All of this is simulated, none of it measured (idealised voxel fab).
A process module follows: voxel transistor to metal.
FYI the section here is cut, 185 nm wide, cells are 5 nm squares.
A cross-section in this document is a grid of square cells, and it is written down as bands, the top band listed before the ones below it; a band is made up of one or more rows of cells.
In this notation a band is specified by the heights of its top and bottom, in that order and in nm, after which its materials appear from left to right, each paired with its width in nm. The word "edge to edge" attached to a single material means that material fills the band from edge to edge; the word "empty" stands for empty space.
Measure heights from 0. That's the level where, below it, the as-received wafer is all one material. The lowest band is bottomless and extends downward; write it as in "0 down".
When a width is written as two numbers, as in "30..40", the first number is the width in the top row of cells of the band and the second is the width in its bottom row, and the width changes by the same amount from each row to the next.
Any step labelled "no modifications" changed none of the cells in the cross-section.
So "Sealed internal cavities" is basically the list of trapped voids: any empty space of 8 cells or more that can't reach the top through an opening. They're written width x height at distance, the distance being from the left edge, and it's all nm.
Post-settings text on a step line: simulator's own remark regarding the step.
"overlay nm" denotes, for a step that has a mask, the displacement of the mask to the right of its planned place, with negative values corresponding to the left.

Process steps (planned):
1) RECEIVE | material Si
2) CONFORMAL_DEP | material SiO2 | thk nm 5
3) CONFORMAL_DEP | material SiN | thk nm 15
4) PATTERN | tone cover | mask id ACTIVE | material resist | width nm 105 | thk nm 20 | overlay nm 0
5) DIRECTIONAL_ETCH | etch materials SiN | depth nm 15
6) DIRECTIONAL_ETCH | etch materials SiO2 | depth nm 5
7) DIRECTIONAL_ETCH | etch materials Si | depth nm 30
8) STRIP | etch materials resist
9) FILL_DEP | material SiO2 | thk nm 5
10) CMP | height nm 20
11) SELECTIVE_ETCH | etch materials SiO2 | depth nm 5
12) STRIP | etch materials SiN
13) SELECTIVE_ETCH | etch materials SiO2 | depth nm 5
14) OXIDIZE | depth nm 5
15) DIRECTIONAL_DEP | material polySi | thk nm 30
16) DIRECTIONAL_DEP | material SiCN | thk nm 10
17) PATTERN | tone cover | mask id GATE | material resist | width nm 25 | thk nm 20 | overlay nm 0
18) DIRECTIONAL_ETCH | etch materials SiCN | depth nm 20
19) DIRECTIONAL_ETCH | etch materials polySi | depth nm 40
20) STRIP | etch materials resist
21) CONFORMAL_DEP | material SiN | thk nm 10
22) DIRECTIONAL_ETCH | etch materials SiN | depth nm 10
23) DIRECTIONAL_ETCH | etch materials SiO2 | depth nm 5
24) DIRECTIONAL_ETCH | etch materials Si | depth nm 10
25) EPI | material nSi | thk nm 10
26) FILL_DEP | material SiO2 | thk nm 10
27) CMP | height nm 40
28) DIRECTIONAL_DEP | material SiO2 | thk nm 15
29) PATTERN | tone open | mask id CONTACT | material resist | width nm 20 | pitch nm 75 | thk nm 15 | overlay nm 0
30) DIRECTIONAL_ETCH | etch materials SiO2 | depth nm 60
31) STRIP | etch materials resist
32) CONFORMAL_DEP | material TiN | thk nm 5
33) FILL_DEP | material Ru | thk nm 5
34) CMP | height nm 55
35) DIRECTIONAL_DEP | material TiN | thk nm 5
36) DIRECTIONAL_DEP | material W | thk nm 20
37) MASKED_ETCH | tone cover | mask id METAL_1 | width nm 20 | pitch nm 75 | etch materials W | depth nm 20 | overlay nm 0
38) MASKED_ETCH | tone cover | mask id METAL_1 | width nm 20 | pitch nm 75 | etch materials TiN | depth nm 5 | overlay nm 0
39) CONFORMAL_DEP | material SiCN | thk nm 5
40) FILL_DEP | material SiO2 | thk nm 5
41) CMP | height nm 80
42) CONFORMAL_DEP | material SiCN | thk nm 5

First of two wafers: run as planned:

Shown in cross-section is the wafer as received, that is, as it stands after step 1:
	0 down | Si edge to edge
	Sealed internal cavities: none

Once step 2 is through, the wafer looks like this in cross-section:
	5 to 0 | SiO2 edge to edge
	Under the height 0 nothing was changed.

Once step 3 is through, the wafer looks like this in cross-section:
	20 to 5 | SiN edge to edge
	Under the height 5 nothing was changed.

Once step 4 is through, the wafer looks like this in cross-section:
	40 to 20 | empty=40 | resist=105 | empty=40
	Under the height 20 nothing was changed.

Once step 5 is through, the wafer looks like this in cross-section:
	40 to 20 | empty=40 | resist=105 | empty=40
	20 to 5 | empty=40 | SiN=105 | empty=40
	Under the height 5 nothing was changed.

Once step 6 is through, the wafer looks like this in cross-section:
	40 to 20 | empty=40 | resist=105 | empty=40
	20 to 5 | empty=40 | SiN=105 | empty=40
	5 to 0 | empty=40 | SiO2=105 | empty=40
	Under the height 0 nothing was changed.

Once step 7 is through, the wafer looks like this in cross-section:
	40 to 20 | empty=40 | resist=105 | empty=40
	20 to 5 | empty=40 | SiN=105 | empty=40
	5 to 0 | empty=40 | SiO2=105 | empty=40
	0 to -30 | empty=40 | Si=105 | empty=40
	Under the height -30 nothing was changed.

Once step 8 is through, the wafer looks like this in cross-section:
	20 to 5 | empty=40 | SiN=105 | empty=40
	Under the height 5 nothing was changed.

Once step 9 is through, the wafer looks like this in cross-section:
	25 to 20 | SiO2 edge to edge
	20 to 5 | SiO2=40 | SiN=105 | SiO2=40
	5 to 0 | SiO2 edge to edge
	0 to -30 | SiO2=40 | Si=105 | SiO2=40
	Under the height -30 nothing was changed.

Once step 10 is through, the wafer looks like this in cross-section:
	20 to 5 | SiO2=40 | SiN=105 | SiO2=40
	Under the height 5 nothing was changed.

Once step 11 is through, the wafer looks like this in cross-section:
	20 to 15 | empty=40 | SiN=105 | empty=40
	Under the height 15 nothing was changed.

Once step 12 is through, the wafer looks like this in cross-section:
	15 to 5 | SiO2=40 | empty=105 | SiO2=40
	Under the height 5 nothing was changed.

Once step 13 is through, the wafer looks like this in cross-section:
	10 to 0 | SiO2=35 | empty=115 | SiO2=35
	Under the height 0 nothing was changed.

Once step 14 is through, the wafer looks like this in cross-section:
	10 to 0 | SiO2=35 | empty=115 | SiO2=35
	0 to -5 | SiO2 edge to edge
	Under the height -5 nothing was changed.

Once step 15 is through, the wafer looks like this in cross-section:
	40 to 30 | polySi=35 | empty=115 | polySi=35
	30 to 10 | polySi edge to edge
	10 to 0 | SiO2=35 | polySi=115 | SiO2=35
	Under the height 0 nothing was changed.

Once step 16 is through, the wafer looks like this in cross-section:
	50 to 40 | SiCN=35 | empty=115 | SiCN=35
	40 to 30 | polySi=35 | SiCN=115 | polySi=35
	Under the height 30 nothing was changed.

Once step 17 is through, the wafer looks like this in cross-section:
	70 to 50 | empty=80 | resist=25 | empty=80
	50 to 40 | SiCN=35 | empty=45 | resist=25 | empty=45 | SiCN=35
	Under the height 40 nothing was changed.

Once step 18 is through, the wafer looks like this in cross-section:
	70 to 40 | empty=80 | resist=25 | empty=80
	40 to 30 | polySi=35 | empty=45 | SiCN=25 | empty=45 | polySi=35
	Under the height 30 nothing was changed.

Once step 19 is through, the wafer looks like this in cross-section:
	70 to 40 | empty=80 | resist=25 | empty=80
	40 to 30 | empty=80 | SiCN=25 | empty=80
	30 to 10 | empty=80 | polySi=25 | empty=80
	10 to 0 | SiO2=35 | empty=45 | polySi=25 | empty=45 | SiO2=35
	Under the height 0 nothing was changed.

Once step 20 is through, the wafer looks like this in cross-section:
	40 to 30 | empty=80 | SiCN=25 | empty=80
	Under the height 30 nothing was changed.

Once step 21 is through, the wafer looks like this in cross-section:
	50 to 40 | empty=70 | SiN=45 | empty=70
	40 to 30 | empty=70 | SiN=10 | SiCN=25 | SiN=10 | empty=70
	30 to 20 | empty=70 | SiN=10 | polySi=25 | SiN=10 | empty=70
	20 to 10 | SiN=45 | empty=25 | SiN=10 | polySi=25 | SiN=10 | empty=25 | SiN=45
	10 to 0 | SiO2=35 | SiN=45 | polySi=25 | SiN=45 | SiO2=35
	Under the height 0 nothing was changed.

Once step 22 is through, the wafer looks like this in cross-section:
	40 to 30 | empty=70 | SiN=10 | SiCN=25 | SiN=10 | empty=70
	30 to 10 | empty=70 | SiN=10 | polySi=25 | SiN=10 | empty=70
	10 to 0 | SiO2=35 | SiN=10 | empty=25 | SiN=10 | polySi=25 | SiN=10 | empty=25 | SiN=10 | SiO2=35
	Under the height 0 nothing was changed.

Once step 23 is through, the wafer looks like this in cross-section:
	40 to 30 | empty=70 | SiN=10 | SiCN=25 | SiN=10 | empty=70
	30 to 10 | empty=70 | SiN=10 | polySi=25 | SiN=10 | empty=70
	10 to 5 | empty=35 | SiN=10 | empty=25 | SiN=10 | polySi=25 | SiN=10 | empty=25 | SiN=10 | empty=35
	5 to 0 | SiO2=35 | SiN=10 | empty=25 | SiN=10 | polySi=25 | SiN=10 | empty=25 | SiN=10 | SiO2=35
	0 to -5 | SiO2=45 | empty=25 | SiO2=45 | empty=25 | SiO2=45
	Under the height -5 nothing was changed.

Once step 24 is through, the wafer looks like this in cross-section:
	40 to 30 | empty=70 | SiN=10 | SiCN=25 | SiN=10 | empty=70
	30 to 10 | empty=70 | SiN=10 | polySi=25 | SiN=10 | empty=70
	10 to 5 | empty=35 | SiN=10 | empty=25 | SiN=10 | polySi=25 | SiN=10 | empty=25 | SiN=10 | empty=35
	5 to 0 | SiO2=35 | SiN=10 | empty=25 | SiN=10 | polySi=25 | SiN=10 | empty=25 | SiN=10 | SiO2=35
	0 to -5 | SiO2=45 | empty=25 | SiO2=45 | empty=25 | SiO2=45
	-5 to -15 | SiO2=40 | Si=5 | empty=25 | Si=45 | empty=25 | Si=5 | SiO2=40
	Under the height -15 nothing was changed.

Once step 25 is through, the wafer looks like this in cross-section:
	40 to 30 | empty=70 | SiN=10 | SiCN=25 | SiN=10 | empty=70
	30 to 10 | empty=70 | SiN=10 | polySi=25 | SiN=10 | empty=70
	10 to 5 | empty=35 | SiN=10 | empty=25 | SiN=10 | polySi=25 | SiN=10 | empty=25 | SiN=10 | empty=35
	5 to 0 | SiO2=35 | SiN=10 | nSi=10 | empty=5 | nSi=10 | SiN=10 | polySi=25 | SiN=10 | nSi=10 | empty=5 | nSi=10 | SiN=10 | SiO2=35
	0 to -5 | SiO2=45 | nSi=10 | empty=5 | nSi=10 | SiO2=45 | nSi=10 | empty=5 | nSi=10 | SiO2=45
	-5 to -15 | SiO2=40 | Si=5 | nSi=25 | Si=45 | nSi=25 | Si=5 | SiO2=40
	Under the height -15 nothing was changed.

Once step 26 is through, the wafer looks like this in cross-section:
	50 to 40 | SiO2 edge to edge
	40 to 30 | SiO2=70 | SiN=10 | SiCN=25 | SiN=10 | SiO2=70
	30 to 10 | SiO2=70 | SiN=10 | polySi=25 | SiN=10 | SiO2=70
	10 to 5 | SiO2=35 | SiN=10 | SiO2=25 | SiN=10 | polySi=25 | SiN=10 | SiO2=25 | SiN=10 | SiO2=35
	5 to 0 | SiO2=35 | SiN=10 | nSi=10 | SiO2=5 | nSi=10 | SiN=10 | polySi=25 | SiN=10 | nSi=10 | SiO2=5 | nSi=10 | SiN=10 | SiO2=35
	0 to -5 | SiO2=45 | nSi=10 | SiO2=5 | nSi=10 | SiO2=45 | nSi=10 | SiO2=5 | nSi=10 | SiO2=45
	Under the height -5 nothing was changed.

Once step 27 is through, the wafer looks like this in cross-section:
	40 to 30 | SiO2=70 | SiN=10 | SiCN=25 | SiN=10 | SiO2=70
	Under the height 30 nothing was changed.

Once step 28 is through, the wafer looks like this in cross-section:
	55 to 40 | SiO2 edge to edge
	Under the height 40 nothing was changed.

Once step 29 is through, the wafer looks like this in cross-section:
	70 to 55 | resist=45 | empty=20 | resist=55 | empty=20 | resist=45
	Under the height 55 nothing was changed.

Once step 30 is through, the wafer looks like this in cross-section:
	70 to 55 | resist=45 | empty=20 | resist=55 | empty=20 | resist=45
	55 to 40 | SiO2=45 | empty=20 | SiO2=55 | empty=20 | SiO2=45
	40 to 30 | SiO2=45 | empty=20 | SiO2=5 | SiN=10 | SiCN=25 | SiN=10 | SiO2=5 | empty=20 | SiO2=45
	30 to 10 | SiO2=45 | empty=20 | SiO2=5 | SiN=10 | polySi=25 | SiN=10 | SiO2=5 | empty=20 | SiO2=45
	10 to 5 | SiO2=35 | SiN=10 | empty=20 | SiO2=5 | SiN=10 | polySi=25 | SiN=10 | SiO2=5 | empty=20 | SiN=10 | SiO2=35
	5 to 0 | SiO2=35 | SiN=10 | nSi=10 | empty=5 | nSi=10 | SiN=10 | polySi=25 | SiN=10 | nSi=10 | empty=5 | nSi=10 | SiN=10 | SiO2=35
	0 to -5 | SiO2=45 | nSi=10 | empty=5 | nSi=10 | SiO2=45 | nSi=10 | empty=5 | nSi=10 | SiO2=45
	Under the height -5 nothing was changed.

Once step 31 is through, the wafer looks like this in cross-section:
	55 to 40 | SiO2=45 | empty=20 | SiO2=55 | empty=20 | SiO2=45
	Under the height 40 nothing was changed.

Once step 32 is through, the wafer looks like this in cross-section:
	60 to 55 | TiN=50 | empty=10 | TiN=65 | empty=10 | TiN=50
	55 to 40 | SiO2=45 | TiN=5 | empty=10 | TiN=5 | SiO2=55 | TiN=5 | empty=10 | TiN=5 | SiO2=45
	40 to 30 | SiO2=45 | TiN=5 | empty=10 | TiN=5 | SiO2=5 | SiN=10 | SiCN=25 | SiN=10 | SiO2=5 | TiN=5 | empty=10 | TiN=5 | SiO2=45
	30 to 10 | SiO2=45 | TiN=5 | empty=10 | TiN=5 | SiO2=5 | SiN=10 | polySi=25 | SiN=10 | SiO2=5 | TiN=5 | empty=10 | TiN=5 | SiO2=45
	10 to 5 | SiO2=35 | SiN=10 | TiN=20 | SiO2=5 | SiN=10 | polySi=25 | SiN=10 | SiO2=5 | TiN=20 | SiN=10 | SiO2=35
	5 to 0 | SiO2=35 | SiN=10 | nSi=10 | TiN=5 | nSi=10 | SiN=10 | polySi=25 | SiN=10 | nSi=10 | TiN=5 | nSi=10 | SiN=10 | SiO2=35
	0 to -5 | SiO2=45 | nSi=10 | TiN=5 | nSi=10 | SiO2=45 | nSi=10 | TiN=5 | nSi=10 | SiO2=45
	Under the height -5 nothing was changed.

Once step 33 is through, the wafer looks like this in cross-section:
	65 to 60 | Ru edge to edge
	60 to 55 | TiN=50 | Ru=10 | TiN=65 | Ru=10 | TiN=50
	55 to 40 | SiO2=45 | TiN=5 | Ru=10 | TiN=5 | SiO2=55 | TiN=5 | Ru=10 | TiN=5 | SiO2=45
	40 to 30 | SiO2=45 | TiN=5 | Ru=10 | TiN=5 | SiO2=5 | SiN=10 | SiCN=25 | SiN=10 | SiO2=5 | TiN=5 | Ru=10 | TiN=5 | SiO2=45
	30 to 10 | SiO2=45 | TiN=5 | Ru=10 | TiN=5 | SiO2=5 | SiN=10 | polySi=25 | SiN=10 | SiO2=5 | TiN=5 | Ru=10 | TiN=5 | SiO2=45
	Under the height 10 nothing was changed.

Once step 34 is through, the wafer looks like this in cross-section:
	55 to 40 | SiO2=45 | TiN=5 | Ru=10 | TiN=5 | SiO2=55 | TiN=5 | Ru=10 | TiN=5 | SiO2=45
	Under the height 40 nothing was changed.

Once step 35 is through, the wafer looks like this in cross-section:
	60 to 55 | TiN edge to edge
	Under the height 55 nothing was changed.

Once step 36 is through, the wafer looks like this in cross-section:
	80 to 60 | W edge to edge
	Under the height 60 nothing was changed.

Once step 37 is through, the wafer looks like this in cross-section:
	80 to 60 | empty=45 | W=20 | empty=55 | W=20 | empty=45
	Under the height 60 nothing was changed.

Once step 38 is through, the wafer looks like this in cross-section:
	80 to 60 | empty=45 | W=20 | empty=55 | W=20 | empty=45
	60 to 55 | empty=45 | TiN=20 | empty=55 | TiN=20 | empty=45
	Under the height 55 nothing was changed.

Once step 39 is through, the wafer looks like this in cross-section:
	85 to 80 | empty=40 | SiCN=30 | empty=45 | SiCN=30 | empty=40
	80 to 60 | empty=40 | SiCN=5 | W=20 | SiCN=5 | empty=45 | SiCN=5 | W=20 | SiCN=5 | empty=40
	60 to 55 | SiCN=45 | TiN=20 | SiCN=55 | TiN=20 | SiCN=45
	Under the height 55 nothing was changed.

Once step 40 is through, the wafer looks like this in cross-section:
	90 to 85 | SiO2 edge to edge
	85 to 80 | SiO2=40 | SiCN=30 | SiO2=45 | SiCN=30 | SiO2=40
	80 to 60 | SiO2=40 | SiCN=5 | W=20 | SiCN=5 | SiO2=45 | SiCN=5 | W=20 | SiCN=5 | SiO2=40
	Under the height 60 nothing was changed.

Once step 41 is through, the wafer looks like this in cross-section:
	80 to 60 | SiO2=40 | SiCN=5 | W=20 | SiCN=5 | SiO2=45 | SiCN=5 | W=20 | SiCN=5 | SiO2=40
	Under the height 60 nothing was changed.

Once step 42 is through, the wafer looks like this in cross-section:
	85 to 80 | SiCN edge to edge
	Under the height 80 nothing was changed.

second wafer: like start, like plan, one mistake. Through step 1 it matches the first wafer:

Second wafer, cut view, end of step 2 per plan: no modifications

Second wafer, cut view, end of step 3 per plan:
	15 to 0 | SiN edge to edge
	Under the height 0 nothing was changed.

Second wafer, cut view, end of step 4 per plan:
	35 to 15 | empty=40 | resist=105 | empty=40
	Under the height 15 nothing was changed.

Second wafer, cut view, end of step 5 per plan:
	35 to 15 | empty=40 | resist=105 | empty=40
	15 to 0 | empty=40 | SiN=105 | empty=40
	Under the height 0 nothing was changed.

Second wafer, cut view, end of step 6 per plan: no modifications

Second wafer, cut view, end of step 7 per plan:
	35 to 15 | empty=40 | resist=105 | empty=40
	15 to 0 | empty=40 | SiN=105 | empty=40
	0 to -30 | empty=40 | Si=105 | empty=40
	Under the height -30 nothing was changed.

Second wafer, cut view, end of step 8 per plan:
	15 to 0 | empty=40 | SiN=105 | empty=40
	Under the height 0 nothing was changed.

Second wafer, cut view, end of step 9 per plan:
	20 to 15 | SiO2 edge to edge
	15 to 0 | SiO2=40 | SiN=105 | SiO2=40
	0 to -30 | SiO2=40 | Si=105 | SiO2=40
	Under the height -30 nothing was changed.

Second wafer, cut view, end of step 10 per plan: no modifications

Second wafer, cut view, end of step 11 per plan:
	15 to 0 | SiO2=40 | SiN=105 | SiO2=40
	Under the height 0 nothing was changed.

Second wafer, cut view, end of step 12 per plan:
	15 to 0 | SiO2=40 | empty=105 | SiO2=40
	Under the height 0 nothing was changed.

Second wafer, cut view, end of step 13 per plan:
	10 to 0 | SiO2=35 | empty=115 | SiO2=35
	0 to -5 | SiO2=35 | empty=5 | Si=105 | empty=5 | SiO2=35
	Under the height -5 nothing was changed.

Second wafer, cut view, end of step 14 per plan:
	10 to 0 | SiO2=35 | empty=115 | SiO2=35
	0 to -5 | SiO2=35 | empty=5 | SiO2=105 | empty=5 | SiO2=35
	-5 to -10 | SiO2=45 | Si=95 | SiO2=45
	Under the height -10 nothing was changed.

Second wafer, cut view, end of step 15 per plan:
	40 to 30 | polySi=35 | empty=115 | polySi=35
	30 to 25 | polySi=35 | empty=5 | polySi=105 | empty=5 | polySi=35
	25 to 10 | polySi edge to edge
	10 to 0 | SiO2=35 | polySi=115 | SiO2=35
	0 to -5 | SiO2=35 | polySi=5 | SiO2=105 | polySi=5 | SiO2=35
	Under the height -5 nothing was changed.

Second wafer, cut view, end of step 16 per plan:
	50 to 40 | SiCN=35 | empty=115 | SiCN=35
	40 to 35 | polySi=35 | empty=5 | SiCN=105 | empty=5 | polySi=35
	35 to 30 | polySi=35 | SiCN=115 | polySi=35
	30 to 25 | polySi=35 | SiCN=5 | polySi=105 | SiCN=5 | polySi=35
	Under the height 25 nothing was changed.

Second wafer, cut view, end of step 17 per plan:
	70 to 50 | empty=80 | resist=25 | empty=80
	50 to 40 | SiCN=35 | empty=45 | resist=25 | empty=45 | SiCN=35
	Under the height 40 nothing was changed.

Second wafer, cut view, end of step 18 per plan:
	70 to 40 | empty=80 | resist=25 | empty=80
	40 to 30 | polySi=35 | empty=45 | SiCN=25 | empty=45 | polySi=35
	30 to 25 | polySi=35 | empty=5 | polySi=105 | empty=5 | polySi=35
	Under the height 25 nothing was changed.

Second wafer, cut view, end of step 19 per plan:
	70 to 40 | empty=80 | resist=25 | empty=80
	40 to 30 | empty=80 | SiCN=25 | empty=80
	30 to 10 | empty=80 | polySi=25 | empty=80
	10 to 0 | SiO2=35 | empty=45 | polySi=25 | empty=45 | SiO2=35
	0 to -5 | SiO2=35 | empty=5 | SiO2=105 | empty=5 | SiO2=35
	Under the height -5 nothing was changed.

Second wafer, cut view, end of step 20 per plan:
	40 to 30 | empty=80 | SiCN=25 | empty=80
	Under the height 30 nothing was changed.

Second wafer, cut view, end of step 21 per plan:
	50 to 40 | empty=70 | SiN=45 | empty=70
	40 to 30 | empty=70 | SiN=10 | SiCN=25 | SiN=10 | empty=70
	30 to 20 | empty=70 | SiN=10 | polySi=25 | SiN=10 | empty=70
	20 to 10 | SiN=45 | empty=25 | SiN=10 | polySi=25 | SiN=10 | empty=25 | SiN=45
	10 to 0 | SiO2=35 | SiN=45 | polySi=25 | SiN=45 | SiO2=35
	0 to -5 | SiO2=35 | SiN=5 | SiO2=105 | SiN=5 | SiO2=35
	Under the height -5 nothing was changed.

Second wafer, cut view, end of step 22 per plan:
	40 to 30 | empty=70 | SiN=10 | SiCN=25 | SiN=10 | empty=70
	30 to 10 | empty=70 | SiN=10 | polySi=25 | SiN=10 | empty=70
	10 to 0 | SiO2=35 | SiN=10 | empty=25 | SiN=10 | polySi=25 | SiN=10 | empty=25 | SiN=10 | SiO2=35
	Under the height 0 nothing was changed.

Second wafer, cut view, end of step 23 per plan:
	40 to 30 | empty=70 | SiN=10 | SiCN=25 | SiN=10 | empty=70
	30 to 10 | empty=70 | SiN=10 | polySi=25 | SiN=10 | empty=70
	10 to 5 | empty=35 | SiN=10 | empty=25 | SiN=10 | polySi=25 | SiN=10 | empty=25 | SiN=10 | empty=35
	5 to 0 | SiO2=35 | SiN=10 | empty=25 | SiN=10 | polySi=25 | SiN=10 | empty=25 | SiN=10 | SiO2=35
	0 to -5 | SiO2=35 | SiN=5 | SiO2=5 | empty=25 | SiO2=45 | empty=25 | SiO2=5 | SiN=5 | SiO2=35
	Under the height -5 nothing was changed.

Second wafer, cut view, end of step 24 per plan:
	40 to 30 | empty=70 | SiN=10 | SiCN=25 | SiN=10 | empty=70
	30 to 10 | empty=70 | SiN=10 | polySi=25 | SiN=10 | empty=70
	10 to 5 | empty=35 | SiN=10 | empty=25 | SiN=10 | polySi=25 | SiN=10 | empty=25 | SiN=10 | empty=35
	5 to 0 | SiO2=35 | SiN=10 | empty=25 | SiN=10 | polySi=25 | SiN=10 | empty=25 | SiN=10 | SiO2=35
	0 to -5 | SiO2=35 | SiN=5 | SiO2=5 | empty=25 | SiO2=45 | empty=25 | SiO2=5 | SiN=5 | SiO2=35
	-5 to -10 | SiO2=45 | empty=25 | Si=45 | empty=25 | SiO2=45
	-10 to -15 | SiO2=40 | Si=5 | empty=25 | Si=45 | empty=25 | Si=5 | SiO2=40
	Under the height -15 nothing was changed.

Second wafer, cut view, end of step 25 per plan:
	40 to 30 | empty=70 | SiN=10 | SiCN=25 | SiN=10 | empty=70
	30 to 10 | empty=70 | SiN=10 | polySi=25 | SiN=10 | empty=70
	10 to 5 | empty=35 | SiN=10 | empty=25 | SiN=10 | polySi=25 | SiN=10 | empty=25 | SiN=10 | empty=35
	5 to 0 | SiO2=35 | SiN=10 | empty=15 | nSi=10 | SiN=10 | polySi=25 | SiN=10 | nSi=10 | empty=15 | SiN=10 | SiO2=35
	0 to -5 | SiO2=35 | SiN=5 | SiO2=5 | nSi=10 | empty=5 | nSi=10 | SiO2=45 | nSi=10 | empty=5 | nSi=10 | SiO2=5 | SiN=5 | SiO2=35
	-5 to -10 | SiO2=45 | nSi=25 | Si=45 | nSi=25 | SiO2=45
	-10 to -15 | SiO2=40 | Si=5 | nSi=25 | Si=45 | nSi=25 | Si=5 | SiO2=40
	Under the height -15 nothing was changed.

Second wafer, cut view, end of step 26 per plan:
	50 to 40 | SiO2 edge to edge
	40 to 30 | SiO2=70 | SiN=10 | SiCN=25 | SiN=10 | SiO2=70
	30 to 10 | SiO2=70 | SiN=10 | polySi=25 | SiN=10 | SiO2=70
	10 to 5 | SiO2=35 | SiN=10 | SiO2=25 | SiN=10 | polySi=25 | SiN=10 | SiO2=25 | SiN=10 | SiO2=35
	5 to 0 | SiO2=35 | SiN=10 | SiO2=15 | nSi=10 | SiN=10 | polySi=25 | SiN=10 | nSi=10 | SiO2=15 | SiN=10 | SiO2=35
	0 to -5 | SiO2=35 | SiN=5 | SiO2=5 | nSi=10 | SiO2=5 | nSi=10 | SiO2=45 | nSi=10 | SiO2=5 | nSi=10 | SiO2=5 | SiN=5 | SiO2=35
	Under the height -5 nothing was changed.

Second wafer, cut view, end of step 27 per plan:
	40 to 30 | SiO2=70 | SiN=10 | SiCN=25 | SiN=10 | SiO2=70
	Under the height 30 nothing was changed.

Second wafer, cut view, end of step 28 per plan:
	55 to 40 | SiO2 edge to edge
	Under the height 40 nothing was changed.

Second wafer, cut view, end of step 29 per plan:
	70 to 55 | resist=45 | empty=20 | resist=55 | empty=20 | resist=45
	Under the height 55 nothing was changed.

Second wafer, cut view, end of step 30 per plan:
	70 to 55 | resist=45 | empty=20 | resist=55 | empty=20 | resist=45
	55 to 40 | SiO2=45 | empty=20 | SiO2=55 | empty=20 | SiO2=45
	40 to 30 | SiO2=45 | empty=20 | SiO2=5 | SiN=10 | SiCN=25 | SiN=10 | SiO2=5 | empty=20 | SiO2=45
	30 to 10 | SiO2=45 | empty=20 | SiO2=5 | SiN=10 | polySi=25 | SiN=10 | SiO2=5 | empty=20 | SiO2=45
	10 to 5 | SiO2=35 | SiN=10 | empty=20 | SiO2=5 | SiN=10 | polySi=25 | SiN=10 | SiO2=5 | empty=20 | SiN=10 | SiO2=35
	5 to 0 | SiO2=35 | SiN=10 | empty=15 | nSi=10 | SiN=10 | polySi=25 | SiN=10 | nSi=10 | empty=15 | SiN=10 | SiO2=35
	0 to -5 | SiO2=35 | SiN=5 | SiO2=5 | nSi=10 | empty=5 | nSi=10 | SiO2=45 | nSi=10 | empty=5 | nSi=10 | SiO2=5 | SiN=5 | SiO2=35
	Under the height -5 nothing was changed.

Second wafer, cut view, end of step 31 per plan:
	55 to 40 | SiO2=45 | empty=20 | SiO2=55 | empty=20 | SiO2=45
	Under the height 40 nothing was changed.

Second wafer, cut view, end of step 32 per plan:
	60 to 55 | TiN=50 | empty=10 | TiN=65 | empty=10 | TiN=50
	55 to 40 | SiO2=45 | TiN=5 | empty=10 | TiN=5 | SiO2=55 | TiN=5 | empty=10 | TiN=5 | SiO2=45
	40 to 30 | SiO2=45 | TiN=5 | empty=10 | TiN=5 | SiO2=5 | SiN=10 | SiCN=25 | SiN=10 | SiO2=5 | TiN=5 | empty=10 | TiN=5 | SiO2=45
	30 to 10 | SiO2=45 | TiN=5 | empty=10 | TiN=5 | SiO2=5 | SiN=10 | polySi=25 | SiN=10 | SiO2=5 | TiN=5 | empty=10 | TiN=5 | SiO2=45
	10 to 5 | SiO2=35 | SiN=10 | TiN=5 | empty=5 | TiN=10 | SiO2=5 | SiN=10 | polySi=25 | SiN=10 | SiO2=5 | TiN=10 | empty=5 | TiN=5 | SiN=10 | SiO2=35
	5 to 0 | SiO2=35 | SiN=10 | TiN=15 | nSi=10 | SiN=10 | polySi=25 | SiN=10 | nSi=10 | TiN=15 | SiN=10 | SiO2=35
	0 to -5 | SiO2=35 | SiN=5 | SiO2=5 | nSi=10 | TiN=5 | nSi=10 | SiO2=45 | nSi=10 | TiN=5 | nSi=10 | SiO2=5 | SiN=5 | SiO2=35
	Under the height -5 nothing was changed.

Second wafer, cut view, end of step 33 per plan:
	65 to 60 | Ru edge to edge
	60 to 55 | TiN=50 | Ru=10 | TiN=65 | Ru=10 | TiN=50
	55 to 40 | SiO2=45 | TiN=5 | Ru=10 | TiN=5 | SiO2=55 | TiN=5 | Ru=10 | TiN=5 | SiO2=45
	40 to 30 | SiO2=45 | TiN=5 | Ru=10 | TiN=5 | SiO2=5 | SiN=10 | SiCN=25 | SiN=10 | SiO2=5 | TiN=5 | Ru=10 | TiN=5 | SiO2=45
	30 to 10 | SiO2=45 | TiN=5 | Ru=10 | TiN=5 | SiO2=5 | SiN=10 | polySi=25 | SiN=10 | SiO2=5 | TiN=5 | Ru=10 | TiN=5 | SiO2=45
	10 to 5 | SiO2=35 | SiN=10 | TiN=5 | Ru=5 | TiN=10 | SiO2=5 | SiN=10 | polySi=25 | SiN=10 | SiO2=5 | TiN=10 | Ru=5 | TiN=5 | SiN=10 | SiO2=35
	Under the height 5 nothing was changed.

Second wafer, cut view, end of step 34 per plan:
	55 to 40 | SiO2=45 | TiN=5 | Ru=10 | TiN=5 | SiO2=55 | TiN=5 | Ru=10 | TiN=5 | SiO2=45
	Under the height 40 nothing was changed.

Second wafer, cut view, end of step 35 per plan:
	60 to 55 | TiN edge to edge
	Under the height 55 nothing was changed.

Second wafer, cut view, end of step 36 per plan:
	80 to 60 | W edge to edge
	Under the height 60 nothing was changed.

Second wafer, cut view, end of step 37 per plan:
	80 to 60 | empty=45 | W=20 | empty=55 | W=20 | empty=45
	Under the height 60 nothing was changed.

Second wafer, cut view, end of step 38 per plan:
	80 to 60 | empty=45 | W=20 | empty=55 | W=20 | empty=45
	60 to 55 | empty=45 | TiN=20 | empty=55 | TiN=20 | empty=45
	Under the height 55 nothing was changed.

Second wafer, cut view, end of step 39 per plan:
	85 to 80 | empty=40 | SiCN=30 | empty=45 | SiCN=30 | empty=40
	80 to 60 | empty=40 | SiCN=5 | W=20 | SiCN=5 | empty=45 | SiCN=5 | W=20 | SiCN=5 | empty=40
	60 to 55 | SiCN=45 | TiN=20 | SiCN=55 | TiN=20 | SiCN=45
	Under the height 55 nothing was changed.

Second wafer, cut view, end of step 40 per plan:
	90 to 85 | SiO2 edge to edge
	85 to 80 | SiO2=40 | SiCN=30 | SiO2=45 | SiCN=30 | SiO2=40
	80 to 60 | SiO2=40 | SiCN=5 | W=20 | SiCN=5 | SiO2=45 | SiCN=5 | W=20 | SiCN=5 | SiO2=40
	Under the height 60 nothing was changed.

Second wafer, cut view, end of step 41 per plan:
	80 to 60 | SiO2=40 | SiCN=5 | W=20 | SiCN=5 | SiO2=45 | SiCN=5 | W=20 | SiCN=5 | SiO2=40
	Under the height 60 nothing was changed.

Second wafer, cut view, end of step 42 per plan:
	85 to 80 | SiCN edge to edge
	Under the height 80 nothing was changed.
So what did we get wrong on this run? with respect to the plan, step 2 was omitted and not executed
In the final state, the cell counts of the second wafer exceed or fall short of those of the first for the following materials: 2 more of Ru; 2 fewer of Si; 2 more of SiN; 2 more of TiN; 4 fewer of nSi
